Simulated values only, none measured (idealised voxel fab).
process module | voxel released beams
cross-section cut | 195 nm wide | cells 5 nm
A cross-section is a grid of square cells, given in bands from the top down. A band is one or more rows of cells.
Each band's line starts with the height of the band's top and of its bottom, in nm. Then come its materials from left to right, each with its width in nm. One material with "throughout" fills the band from edge to edge. "air" is empty space.
Height 0 is the level under which the wafer as received is all one material. The lowest band goes on downwards, as in "0 down".
A width such as "30 to 40" changes by the same amount from each row of cells to the next, from the band's top row to its bottom row.
"no change" after a step means that no cell of the cross-section changed.
closed voids: empty space of 8 cells or more with no open way to the top, each as width x height at its distance from the left edge, in nm
after a step's settings: what the simulator itself notes on the step
overlay nm, on a step with a mask: how far to the right of its planned place the mask lay; to the left if negative
plan
1 op RECEIVE | material Si
2 op CONFORMAL_DEP | material Al2O3 | thk nm 10
3 op DIRECTIONAL_DEP | material SiO2 | thk nm 20
4 op MASKED_ETCH | tone open | mask id ANCHOR | width nm 35 | etch materials SiO2 | depth nm 20 | overlay nm 0
5 op CONFORMAL_DEP | material SiN | thk nm 15
6 op PATTERN | tone cover | mask id BEAM | material resist | width nm 90 | thk nm 15 | overlay nm 0
7 op DIRECTIONAL_ETCH | etch materials SiN | depth nm 15
8 op STRIP | etch materials resist
9 op STRIP | etch materials SiO2
varied across the wafers: width nm of step 6. The plan shows the first wafer's value. All wafers start alike
first wafer as received, after step 1
  0 down: Si throughout
  closed voids: none
each wafer at the end: cells of each material gained (+) or lost (-) since it was received, then its closed voids
width nm 90 | +78 Al2O3 | +78 SiN | closed voids: none
width nm 95 | +78 Al2O3 | +81 SiN | closed voids: none
width nm 100 | +78 Al2O3 | +84 SiN | closed voids: none
width nm 105 | +78 Al2O3 | +87 SiN | closed voids: none
width nm 110 | +78 Al2O3 | +90 SiN | closed voids: none
width nm 115 | +78 Al2O3 | +93 SiN | closed voids: none
